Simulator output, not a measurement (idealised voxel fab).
process module | voxel double patterning
cross-section cut | 290 nm wide | cells 5 nm
A cross-section is a grid of square cells, given in bands from the top down. A band is one or more rows of cells.
Each band's line starts with the height of the band's top and of its bottom, in nm. Then come its materials from left to right, each with its width in nm. One material with "throughout" fills the band from edge to edge. "air" is empty space.
Height 0 is the level under which the wafer as received is all one material. The lowest band goes on downwards, as in "0 down".
A width such as "30 to 40" changes by the same amount from each row of cells to the next, from the band's top row to its bottom row.
"no change" after a step means that no cell of the cross-section changed.
closed voids: empty space of 8 cells or more with no open way to the top, each as width x height at its distance from the left edge, in nm
after a step's settings: what the simulator itself notes on the step
overlay nm, on a step with a mask: how far to the right of its planned place the mask lay; to the left if negative
plan
1 op RECEIVE | material Si
2 op CONFORMAL_DEP | material SiO2 | thk nm 10
3 op DIRECTIONAL_DEP | material TiN | thk nm 10
4 op DIRECTIONAL_DEP | material SiN | thk nm 10
5 op DIRECTIONAL_DEP | material aC | thk nm 15
6 op PATTERN | tone open | mask id FIRST | material resist | width nm 15 | pitch nm 50 | thk nm 30 | overlay nm 0
7 op DIRECTIONAL_ETCH | etch materials aC | depth nm 15
8 op STRIP | etch materials resist
9 op DIRECTIONAL_ETCH | etch materials SiN | depth nm 10
10 op STRIP | etch materials aC
11 op PATTERN | tone open | mask id SECOND | material resist | width nm 15 | thk nm 20 | overlay nm 0
12 op DIRECTIONAL_ETCH | etch materials SiN | depth nm 10
13 op STRIP | etch materials resist
14 op DIRECTIONAL_ETCH | etch materials TiN | depth nm 10
15 op STRIP | etch materials SiN
as received, after step 1
  0 down: Si throughout
  closed voids: none
first wafer at the end, as planned
  20 to 10: TiN 110 | air 15 | TiN 10 | air 15 | TiN 10 | air 15 | TiN 115
  10 to 0: SiO2 throughout
  0 down: Si throughout
  closed voids: none
second wafer at the end: like start, like plan, one mistake
  20 to 10: TiN 110 | air 30 | TiN 20 | air 15 | TiN 115
  10 to 0: SiO2 throughout
  0 down: Si throughout
  closed voids: none
what went wrong: step 11 ran as: op PATTERN | tone open | mask id SECOND | material resist | width nm 15 | thk nm 20 | overlay nm -10
at the end the second wafer has, in cells: as many of each material as the first, in other places
